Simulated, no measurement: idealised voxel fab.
Process module in this document: voxel capacitor over wiring
Displayed cross-section: cut, width of 260 nm, square cells sized 5 nm.
In this document a cross-section is written as a grid of square cells. It is given as a series of bands, listed from the top down, and a band is one or more rows of cells. Band entry format. Leading values: height of top, height of bottom, nm. Remainder: materials in left-to-right order, each with its width in nm. Special words: "edge to edge" on a single material, which then fills the band edge to edge; "blank", empty space. All heights in this document are referenced to 0, defined as the level beneath which the wafer, as received, consists entirely of one material. The lowest band is not bounded below; it extends indefinitely downward and is written in the form "z 0 and below". A width given as "30..40" starts at the first number in the band's top row and ends at the second number in its bottom row, shifting by an equal amount at every step from row to row. When a step is marked "no change", none of the cells in the cross-section changed during that step. This entry, "Tabulated closed voids", enumerates those empty regions of no fewer than 8 cells that possess no open connection to the top. Each region is reported in the form width x height at distance, the distance being taken from the left edge, with all three quantities expressed in nm. Note: text after step settings on the step line = simulator remark on that step. "overlay nm", when on a step's line for a step with a mask, measures how far to the right of its planned place the mask lay; a negative measure means to the left.

STEPS PLANNED FOR THE PROCESS
step 1: RECEIVE: material Si
step 2: CONFORMAL_DEP: material SiO2, thk nm 10
step 3: CONFORMAL_DEP: material SiN, thk nm 5
step 4: DIRECTIONAL_DEP: material lowk, thk nm 25
step 5: DIRECTIONAL_DEP: material aC, thk nm 15
step 6: PATTERN: tone open, mask id METAL_1, material resist, width nm 20, pitch nm 80, thk nm 30, overlay nm 0
step 7: DIRECTIONAL_ETCH: etch materials aC, depth nm 15
step 8: STRIP: etch materials resist
step 9: DIRECTIONAL_ETCH: etch materials lowk, depth nm 25
step 10: DIRECTIONAL_ETCH: etch materials SiN, depth nm 5
step 11: STRIP: etch materials aC
step 12: CONFORMAL_DEP: material TiN, thk nm 5
step 13: FILL_DEP: material Cu, thk nm 5
step 14: CMP: height nm 40
step 15: CONFORMAL_DEP: material SiCN, thk nm 5
step 16: DIRECTIONAL_DEP: material SiO2, thk nm 20
step 17: PATTERN: tone open, mask id PLUG_1, material resist, width nm 15, thk nm 20, overlay nm 0
step 18: DIRECTIONAL_ETCH: etch materials SiO2, depth nm 20
step 19: DIRECTIONAL_ETCH: etch materials SiCN, depth nm 5
step 20: STRIP: etch materials resist
step 21: EPI: material Ru, thk nm 10
step 22: EPI: material Ru, thk nm 10
step 23: EPI: material Ru, thk nm 5
step 24: DIRECTIONAL_DEP: material TiN, thk nm 5
step 25: DIRECTIONAL_DEP: material Al2O3, thk nm 5
step 26: DIRECTIONAL_DEP: material TiN, thk nm 5
step 27: PATTERN: tone cover, mask id UPPER_PLATE, material resist, width nm 65, thk nm 20, overlay nm 0
step 28: DIRECTIONAL_ETCH: etch materials TiN, depth nm 5
step 29: DIRECTIONAL_ETCH: etch materials Al2O3, depth nm 5
step 30: STRIP: etch materials resist
step 31: DIRECTIONAL_DEP: material aC, thk nm 10
step 32: PATTERN: tone cover, mask id LOWER_PLATE, material resist, width nm 75, thk nm 25, overlay nm 0
step 33: DIRECTIONAL_ETCH: etch materials aC, depth nm 10
step 34: STRIP: etch materials resist
step 35: DIRECTIONAL_ETCH: etch materials TiN, depth nm 5
step 36: STRIP: etch materials aC
step 37: FILL_DEP: material SiO2, thk nm 20
step 38: CMP: height nm 95
step 39: DIRECTIONAL_DEP: material aC, thk nm 15
step 40: PATTERN: tone open, mask id PLUG_2, material resist, width nm 15, thk nm 30, overlay nm -15
step 41: DIRECTIONAL_ETCH: etch materials aC, depth nm 15
step 42: STRIP: etch materials resist
step 43: DIRECTIONAL_ETCH: etch materials SiO2, depth nm 15
step 44: STRIP: etch materials aC
step 45: CONFORMAL_DEP: material TiN, thk nm 5
step 46: FILL_DEP: material Cu, thk nm 10
step 47: CMP: height nm 95
step 48: CONFORMAL_DEP: material SiN, thk nm 5
What sets these wafers apart? The overlay nm at step 40. They all start alike, and the plan carries the first wafer's value.

STEP 1 COMPLETE: AS-RECEIVED CROSS-SECTION OF THE FIRST OF SEVERAL WAFERS
- z 0 and below: Si edge to edge
- Tabulated closed voids: none

GAINED (+) OR LOST (-) CELLS OF EACH MATERIAL SINCE RECEIPT, THEN CLOSED VOIDS: ONE ROW PER WAFER, AT THE END OF THE MODULE
overlay nm -15 | +13 Al2O3 | +22 Cu | +15 Ru | +49 SiCN | +96 SiN | +562 SiO2 | +63 TiN | +220 lowk | Tabulated closed voids: none
overlay nm -10 | +13 Al2O3 | +22 Cu | +15 Ru | +49 SiCN | +96 SiN | +562 SiO2 | +63 TiN | +220 lowk | Tabulated closed voids: none
overlay nm -5 | +13 Al2O3 | +22 Cu | +15 Ru | +49 SiCN | +96 SiN | +562 SiO2 | +63 TiN | +220 lowk | Tabulated closed voids: none
overlay nm 0 | +13 Al2O3 | +22 Cu | +15 Ru | +49 SiCN | +96 SiN | +562 SiO2 | +63 TiN | +220 lowk | Tabulated closed voids: none
overlay nm 5 | +13 Al2O3 | +22 Cu | +15 Ru | +49 SiCN | +96 SiN | +562 SiO2 | +63 TiN | +220 lowk | Tabulated closed voids: none
overlay nm 10 | +13 Al2O3 | +22 Cu | +15 Ru | +49 SiCN | +96 SiN | +562 SiO2 | +63 TiN | +220 lowk | Tabulated closed voids: none
overlay nm 15 | +13 Al2O3 | +22 Cu | +15 Ru | +49 SiCN | +96 SiN | +562 SiO2 | +63 TiN | +220 lowk | Tabulated closed voids: none
